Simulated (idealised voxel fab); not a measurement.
process module | voxel ribs on slabs
cross-section cut | 155 nm wide | cells 5 nm
A cross-section is a grid of square cells, given in bands from the top down. A band is one or more rows of cells.
Each band's line starts with the height of the band's top and of its bottom, in nm. Then come its materials from left to right, each with its width in nm. One material with "throughout" fills the band from edge to edge. "air" is empty space.
Height 0 is the level under which the wafer as received is all one material. The lowest band goes on downwards, as in "0 down".
A width such as "30 to 40" changes by the same amount from each row of cells to the next, from the band's top row to its bottom row.
"no change" after a step means that no cell of the cross-section changed.
closed voids: empty space of 8 cells or more with no open way to the top, each as width x height at its distance from the left edge, in nm
after a step's settings: what the simulator itself notes on the step
overlay nm, on a step with a mask: how far to the right of its planned place the mask lay; to the left if negative
plan
1 op RECEIVE | material Si
2 op DIRECTIONAL_DEP | material SiO2 | thk nm 25
3 op DIRECTIONAL_DEP | material SiN | thk nm 25
4 op DIRECTIONAL_DEP | material aC | thk nm 10
5 op PATTERN | tone cover | mask id RIB | material resist | width nm 25 | thk nm 25 | overlay nm 0
6 op DIRECTIONAL_ETCH | etch materials aC | depth nm 10
7 op STRIP | etch materials resist
8 op DIRECTIONAL_ETCH | etch materials SiN | depth nm 5
9 op STRIP | etch materials aC
10 op PATTERN | tone cover | mask id SLAB | material resist | width nm 65 | thk nm 15 | overlay nm 0
11 op DIRECTIONAL_ETCH | etch materials SiN | depth nm 20
12 op STRIP | etch materials resist
13 op FILL_DEP | material SiO2 | thk nm 20
14 op CMP | height nm 65
15 op DIRECTIONAL_DEP | material TiN | thk nm 10
16 op DIRECTIONAL_DEP | material aC | thk nm 10
17 op PATTERN | tone cover | mask id HEATER | material resist | width nm 35 | thk nm 25 | overlay nm 0
18 op DIRECTIONAL_ETCH | etch materials aC | depth nm 10
19 op STRIP | etch materials resist
20 op DIRECTIONAL_ETCH | etch materials TiN | depth nm 10
21 op STRIP | etch materials aC
22 op CONFORMAL_DEP | material SiO2 | thk nm 5
as received, after step 1
  0 down: Si throughout
  closed voids: none
first wafer at the end, as planned
  80 to 75: air 55 | SiO2 45 | air 55
  75 to 70: air 55 | SiO2 5 | TiN 35 | SiO2 5 | air 55
  70 to 65: SiO2 60 | TiN 35 | SiO2 60
  65 to 50: SiO2 throughout
  50 to 45: SiO2 65 | SiN 25 | SiO2 65
  45 to 25: SiO2 45 | SiN 65 | SiO2 45
  25 to 0: SiO2 throughout
  0 down: Si throughout
  closed voids: none
second wafer at the end: like start, like plan, one mistake
  80 to 75: air 55 | SiO2 45 | air 55
  75 to 70: air 55 | SiO2 5 | TiN 35 | SiO2 5 | air 55
  70 to 65: SiO2 60 | TiN 35 | SiO2 60
  65 to 50: SiO2 throughout
  50 to 45: SiO2 45 | SiN 20 | SiO2 25 | SiN 20 | SiO2 45
  45 to 30: SiO2 45 | SiN 65 | SiO2 45
  30 to 25: SiN throughout
  25 to 0: SiO2 throughout
  0 down: Si throughout
  closed voids: none
what went wrong: step 5 ran as: op PATTERN | tone open | mask id RIB | material resist | width nm 25 | thk nm 25 | overlay nm 0
at the end the second wafer has, in cells: 21 more of SiN | 21 fewer of SiO2
